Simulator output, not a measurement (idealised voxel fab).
Documented hereafter: the process module known as voxel quadruple lines.
Square cell edge 5 nm, section width 190 nm, ID cut.
A cross-section is a grid of square cells, given in bands from the top down. A band is one or more rows of cells. Heights first: top, then bottom, in nm. Then materials, left to right, each with a width in nm. "throughout" on a single material: fills the band edge to edge. "air": empty space. Heights are expressed relative to 0, this being the level below which the as-received wafer comprises one material exclusively. The lowest band is unbounded in the downward direction and is denoted as in "z 0 and below". When a width is written as two numbers, as in "30 to 40", the first number is the width in the top row of cells of the band and the second is the width in its bottom row, and the width changes by the same amount from each row to the next. Given "remained the same" for a step, no cell of the cross-section differs between before and after that step. Entry "Cavities, sealed" = empty spaces >= 8 cells with no open way to the top; each as width x height at distance, distance from left edge, all nm. Read whatever lies past the settings on a step's line as the simulator's own remark about the step. The setting "overlay nm" may be written on the line of a step. When the step uses a mask, the value reports how far to the right of the planned place the mask lay, and a negative value reports that it lay to the left.
[Steps in the process plan]
1. RECEIVE, material Si
2. CONFORMAL_DEP, material SiO2, thk nm 10
3. DIRECTIONAL_DEP, material W, thk nm 15
4. DIRECTIONAL_DEP, material polySi, thk nm 15
5. DIRECTIONAL_DEP, material aC, thk nm 25
6. PATTERN, tone cover, mask id MANDREL, material resist, width nm 20, pitch nm 60, thk nm 30, overlay nm 0
7. DIRECTIONAL_ETCH, etch materials aC, depth nm 25
8. STRIP, etch materials resist
9. CONFORMAL_DEP, material SiO2, thk nm 10
10. DIRECTIONAL_ETCH, etch materials SiO2, depth nm 10
11. STRIP, etch materials aC
12. DIRECTIONAL_ETCH, etch materials polySi, depth nm 15
13. STRIP, etch materials SiO2
14. CONFORMAL_DEP, material SiCN, thk nm 5
15. DIRECTIONAL_ETCH, etch materials SiCN, depth nm 5
16. STRIP, etch materials polySi
17. DIRECTIONAL_ETCH, etch materials W, depth nm 15
18. STRIP, etch materials SiCN
[This is the cross-section of the wafer as we received it, i.e. after step 1]
- z 0 and below: Si throughout
- Cavities, sealed: none
[Module complete - cross-section of the first of two wafers, run according to plan]
- z 25 to 10: 40 nm air | 5 nm W | 10 nm air | 5 nm W | 10 nm air | 5 nm W | 10 nm air | 5 nm W | 10 nm air | 5 nm W | 10 nm air | 5 nm W | 10 nm air | 5 nm W | 10 nm air | 5 nm W | 40 nm air
- z 10 to 0: SiO2 throughout
- z 0 and below: Si throughout
- Cavities, sealed: none
[So this is wafer number two of the two, cut at the end of the module - it started where the first did and had the same plan, we just got one thing wrong running it]
- z 40 to 25: 40 nm air | 5 nm W | 10 nm air | 5 nm W | 10 nm air | 5 nm W | 10 nm air | 5 nm W | 10 nm air | 5 nm W | 10 nm air | 5 nm W | 10 nm air | 5 nm W | 10 nm air | 5 nm W | 40 nm air
- z 25 to 10: W throughout
- z 10 to 0: SiO2 throughout
- z 0 and below: Si throughout
- Cavities, sealed: none
Diagnosis: step 3 of the plan saw execution twice
Final wafer comparison in cells, second versus first, more or fewer per material: +114 W
